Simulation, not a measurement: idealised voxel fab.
process module | voxel transistor to metal
cross-section cut | 185 nm wide | cells 5 nm
A cross-section is a grid of square cells, given in bands from the top down. A band is one or more rows of cells.
Each band's line starts with the height of the band's top and of its bottom, in nm. Then come its materials from left to right, each with its width in nm. One material with "throughout" fills the band from edge to edge. "air" is empty space.
Height 0 is the level under which the wafer as received is all one material. The lowest band goes on downwards, as in "0 down".
A width such as "30 to 40" changes by the same amount from each row of cells to the next, from the band's top row to its bottom row.
"no change" after a step means that no cell of the cross-section changed.
closed voids: empty space of 8 cells or more with no open way to the top, each as width x height at its distance from the left edge, in nm
after a step's settings: what the simulator itself notes on the step
overlay nm, on a step with a mask: how far to the right of its planned place the mask lay; to the left if negative
plan
1 op RECEIVE | material Si
2 op OXIDIZE | depth nm 5
3 op CONFORMAL_DEP | material SiN | thk nm 10
4 op MASKED_ETCH | tone cover | mask id ACTIVE | width nm 115 | etch materials SiN | depth nm 10 | overlay nm 0
5 op MASKED_ETCH | tone cover | mask id ACTIVE | width nm 115 | etch materials SiO2 | depth nm 5 | overlay nm 0
6 op MASKED_ETCH | tone cover | mask id ACTIVE | width nm 115 | etch materials Si | depth nm 35 | overlay nm 0
7 op OXIDIZE | depth nm 5
8 op FILL_DEP | material SiO2 | thk nm 10
9 op CMP | height nm 10
10 op SELECTIVE_ETCH | etch materials SiO2 | depth nm 10
11 op STRIP | etch materials SiN
12 op SELECTIVE_ETCH | etch materials SiO2 | depth nm 5
13 op OXIDIZE | depth nm 5
14 op DIRECTIONAL_DEP | material polySi | thk nm 25
15 op DIRECTIONAL_DEP | material SiCN | thk nm 15
16 op PATTERN | tone cover | mask id GATE | material resist | width nm 35 | thk nm 20 | overlay nm 0
17 op DIRECTIONAL_ETCH | etch materials SiCN | depth nm 25
18 op DIRECTIONAL_ETCH | etch materials polySi | depth nm 35
19 op STRIP | etch materials resist
20 op CONFORMAL_DEP | material SiN | thk nm 10
21 op DIRECTIONAL_ETCH | etch materials SiN | depth nm 10
22 op DIRECTIONAL_ETCH | etch materials SiO2 | depth nm 5
23 op DIRECTIONAL_ETCH | etch materials Si | depth nm 15
24 op EPI | material pSi | thk nm 15
25 op FILL_DEP | material SiO2 | thk nm 10
26 op CMP | height nm 20
27 op STRIP | etch materials polySi
28 op SELECTIVE_ETCH | etch materials SiO2 | depth nm 5
29 op CONFORMAL_DEP | material HfO2 | thk nm 5
30 op CONFORMAL_DEP | material TiN | thk nm 5
31 op FILL_DEP | material W | thk nm 10
32 op CMP | height nm 15
33 op DIRECTIONAL_DEP | material SiO2 | thk nm 10
34 op PATTERN | tone open | mask id CONTACT | material resist | width nm 15 | pitch nm 80 | thk nm 20 | overlay nm 0
35 op DIRECTIONAL_ETCH | etch materials SiO2 | depth nm 35
36 op STRIP | etch materials resist
37 op CONFORMAL_DEP | material TiN | thk nm 5
38 op FILL_DEP | material W | thk nm 5
39 op CMP | height nm 25
40 op CONFORMAL_DEP | material SiN | thk nm 5
41 op DIRECTIONAL_DEP | material SiO2 | thk nm 15
42 op MASKED_ETCH | tone open | mask id METAL_1 | width nm 15 | pitch nm 80 | etch materials SiO2 | depth nm 15 | overlay nm 0
43 op MASKED_ETCH | tone open | mask id METAL_1 | width nm 15 | pitch nm 80 | etch materials SiN | depth nm 5 | overlay nm 0
44 op CONFORMAL_DEP | material TiN | thk nm 5
45 op FILL_DEP | material Cu | thk nm 10
46 op CMP | height nm 45
47 op CONFORMAL_DEP | material SiCN | thk nm 5
48 op DIRECTIONAL_DEP | material SiO2 | thk nm 30
49 op MASKED_ETCH | tone open | mask id METAL_2 | width nm 15 | pitch nm 80 | etch materials SiO2 | depth nm 20 | overlay nm 0
50 op PATTERN | tone open | mask id METAL_2_HOLES | material resist | width nm 15 | pitch nm 80 | thk nm 20 | overlay nm 0
51 op DIRECTIONAL_ETCH | etch materials SiO2 | depth nm 10
52 op DIRECTIONAL_ETCH | etch materials SiCN | depth nm 5
53 op STRIP | etch materials resist
54 op CONFORMAL_DEP | material TiN | thk nm 5
55 op FILL_DEP | material Cu | thk nm 10
56 op CMP | height nm 80
57 op CONFORMAL_DEP | material SiN | thk nm 5
as received, after step 1
  0 down: Si throughout
  closed voids: none
first wafer at the end, as planned
  85 to 80: SiN throughout
  80 to 50: SiO2 45 | TiN 5 | Cu 5 | TiN 5 | SiO2 65 | TiN 5 | Cu 5 | TiN 5 | SiO2 45
  50 to 45: SiCN 45 | TiN 15 | SiCN 65 | TiN 15 | SiCN 45
  45 to 30: SiO2 45 | TiN 5 | Cu 5 | TiN 5 | SiO2 65 | TiN 5 | Cu 5 | TiN 5 | SiO2 45
  30 to 25: SiN 45 | TiN 15 | SiN 65 | TiN 15 | SiN 45
  25 to 15: SiO2 45 | TiN 5 | W 5 | TiN 5 | SiO2 65 | TiN 5 | W 5 | TiN 5 | SiO2 45
  15 to 10: SiO2 45 | TiN 5 | W 5 | TiN 5 | SiO2 5 | SiN 10 | HfO2 5 | TiN 5 | W 15 | TiN 5 | HfO2 5 | SiN 10 | SiO2 5 | TiN 5 | W 5 | TiN 5 | SiO2 45
  10 to 5: SiO2 45 | TiN 15 | SiO2 5 | SiN 10 | HfO2 5 | TiN 5 | W 15 | TiN 5 | HfO2 5 | SiN 10 | SiO2 5 | TiN 15 | SiO2 45
  5 to 0: SiO2 45 | TiN 5 | pSi 15 | SiN 10 | HfO2 5 | TiN 5 | W 15 | TiN 5 | HfO2 5 | SiN 10 | pSi 15 | TiN 5 | SiO2 45
  0 to -5: SiO2 45 | TiN 5 | pSi 15 | SiN 10 | HfO2 5 | TiN 25 | HfO2 5 | SiN 10 | pSi 15 | TiN 5 | SiO2 45
  -5 to -10: SiO2 45 | TiN 5 | pSi 15 | SiO2 5 | HfO2 45 | SiO2 5 | pSi 15 | TiN 5 | SiO2 45
  -10 to -25: SiO2 40 | pSi 25 | Si 55 | pSi 25 | SiO2 40
  -25 to -45: SiO2 40 | Si 105 | SiO2 40
  -45 down: Si throughout
  closed voids: none
second wafer at the end: like start, like plan, one mistake
  85 to 80: SiN throughout
  80 to 50: SiO2 45 | TiN 5 | Cu 5 | TiN 5 | SiO2 65 | TiN 5 | Cu 5 | TiN 5 | SiO2 45
  50 to 45: SiCN 45 | TiN 15 | SiCN 65 | TiN 15 | SiCN 45
  45 to 30: SiO2 45 | TiN 5 | Cu 5 | TiN 5 | SiO2 65 | TiN 5 | Cu 5 | TiN 5 | SiO2 45
  30 to 25: SiN 45 | TiN 15 | SiN 65 | TiN 15 | SiN 45
  25 to -5: SiO2 45 | TiN 5 | W 5 | TiN 5 | SiO2 65 | TiN 5 | W 5 | TiN 5 | SiO2 45
  -5 to -10: SiO2 45 | TiN 15 | SiO2 65 | TiN 15 | SiO2 45
  -10 to -45: SiO2 40 | Si 105 | SiO2 40
  -45 down: Si throughout
  closed voids: none
what went wrong: step 14 ran as: op DIRECTIONAL_DEP | material SiO2 | thk nm 25
at the end the second wafer has, in cells: 17 fewer of HfO2 | 30 more of Si | 16 fewer of SiN | 59 more of SiO2 | 5 fewer of TiN | 3 fewer of W | 48 fewer of pSi
